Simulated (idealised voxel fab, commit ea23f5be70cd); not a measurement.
Herein follows the process module entitled voxel air gaps.
In the cross-section labelled cut, the width is 285 nm and each square cell is 5 nm.
A cross-section is a grid of square cells, given in bands from the top down. A band is one or more rows of cells.
Per band: top height and bottom height in nm, followed by the left-to-right materials and their widths in nm; "all across" marks a single material spanning edge to edge, "empty" marks empty space.
Height reference: 0 = level under which incoming wafer is all one material. Lowest band: no bottom, runs on downward, e.g. "0..down".
A width given as "30 to 40" starts at the first number in the band's top row and ends at the second number in its bottom row, shifting by an equal amount at every step from row to row.
Any step labelled "all unchanged" changed none of the cells in the cross-section.
Look at "closed voids" for the closed voids: empty spaces with no open path to the top, sized 8 cells or up. Each is width x height at distance, distance from the left edge, all nm.
On a step's line, text after the settings is the simulator commenting on that step.
overlay nm: where the mask lay relative to plan, measured to the right, on steps with a mask; negatives go left.

[These are the steps we planned for the process]
| 1 | RECEIVE,material Si |
| 2 | CONFORMAL_DEP,material SiO2,thk nm 10 |
| 3 | CONFORMAL_DEP,material SiN,thk nm 5 |
| 4 | DIRECTIONAL_DEP,material lowk,thk nm 40 |
| 5 | PATTERN,tone open,mask id LINES,material resist,width nm 15,pitch nm 45,thk nm 15,overlay nm -15 |
| 6 | DIRECTIONAL_ETCH,etch materials lowk,depth nm 40 |
| 7 | STRIP,etch materials resist |
| 8 | CONFORMAL_DEP,material TiN,thk nm 5 |
| 9 | FILL_DEP,material W,thk nm 5 |
| 10 | CMP,height nm 55 |
| 11 | EPI,material Ru,thk nm 10 |
| 12 | SELECTIVE_ETCH,etch materials lowk,depth nm 50 |
| 13 | CONFORMAL_DEP,material SiN,thk nm 5 |
Wafer-to-wafer difference: overlay nm, step 5. Common start. Plan = first wafer's value.

[After step 1, as received: first of several wafers, cross-section]
> 0..down | Si all across
> closed voids: none

[At the end of the module, after its last step, step 13, the first of several wafers appears in cross-section as follows]
> 70..65 | 60 empty | 135 SiN | 90 empty
> 65..55 | 60 empty | 5 SiN | 35 Ru | 10 SiN | 35 Ru | 10 SiN | 35 Ru | 5 SiN | 90 empty
> 55..50 | 60 empty | 15 SiN | 5 TiN | 5 W | 5 TiN | 30 SiN | 5 TiN | 5 W | 5 TiN | 30 SiN | 5 TiN | 5 W | 5 TiN | 15 SiN | 90 empty
> 50..20 | 70 empty | 5 SiN | 5 TiN | 5 W | 5 TiN | 5 SiN | 20 empty | 5 SiN | 5 TiN | 5 W | 5 TiN | 5 SiN | 20 empty | 5 SiN | 5 TiN | 5 W | 5 TiN | 5 SiN | 100 empty
> 20..15 | 75 SiN | 15 TiN | 30 SiN | 15 TiN | 30 SiN | 15 TiN | 105 SiN
> 15..10 | SiN all across
> 10..0 | SiO2 all across
> 0..down | Si all across
> closed voids: 20 x 30 at 95; 20 x 30 at 140

[Final wafer cross-section at module end]
> 70..65 | 90 empty | 135 SiN | 60 empty
> 65..55 | 90 empty | 5 SiN | 35 Ru | 10 SiN | 35 Ru | 10 SiN | 35 Ru | 5 SiN | 60 empty
> 55..50 | 90 empty | 15 SiN | 5 TiN | 5 W | 5 TiN | 30 SiN | 5 TiN | 5 W | 5 TiN | 30 SiN | 5 TiN | 5 W | 5 TiN | 15 SiN | 60 empty
> 50..20 | 100 empty | 5 SiN | 5 TiN | 5 W | 5 TiN | 5 SiN | 20 empty | 5 SiN | 5 TiN | 5 W | 5 TiN | 5 SiN | 20 empty | 5 SiN | 5 TiN | 5 W | 5 TiN | 5 SiN | 70 empty
> 20..15 | 105 SiN | 15 TiN | 30 SiN | 15 TiN | 30 SiN | 15 TiN | 75 SiN
> 15..10 | SiN all across
> 10..0 | SiO2 all across
> 0..down | Si all across
> closed voids: 20 x 30 at 125; 20 x 30 at 170

[wafer rows; end of module; cells per material since receipt: (+) gained, (-) lost; then closed voids]
overlay nm -15; +42 Ru; +198 SiN; +114 SiO2; +51 TiN; +21 W; closed voids: 20 x 30 at 95; 20 x 30 at 140
overlay nm -10; +42 Ru; +198 SiN; +114 SiO2; +51 TiN; +21 W; closed voids: 20 x 30 at 100; 20 x 30 at 145
overlay nm -5; +42 Ru; +198 SiN; +114 SiO2; +51 TiN; +21 W; closed voids: 20 x 30 at 105; 20 x 30 at 150
overlay nm 0; +42 Ru; +198 SiN; +114 SiO2; +51 TiN; +21 W; closed voids: 20 x 30 at 110; 20 x 30 at 155
overlay nm 5; +42 Ru; +198 SiN; +114 SiO2; +51 TiN; +21 W; closed voids: 20 x 30 at 115; 20 x 30 at 160
overlay nm 10; +42 Ru; +198 SiN; +114 SiO2; +51 TiN; +21 W; closed voids: 20 x 30 at 120; 20 x 30 at 165
overlay nm 15; +42 Ru; +198 SiN; +114 SiO2; +51 TiN; +21 W; closed voids: 20 x 30 at 125; 20 x 30 at 170
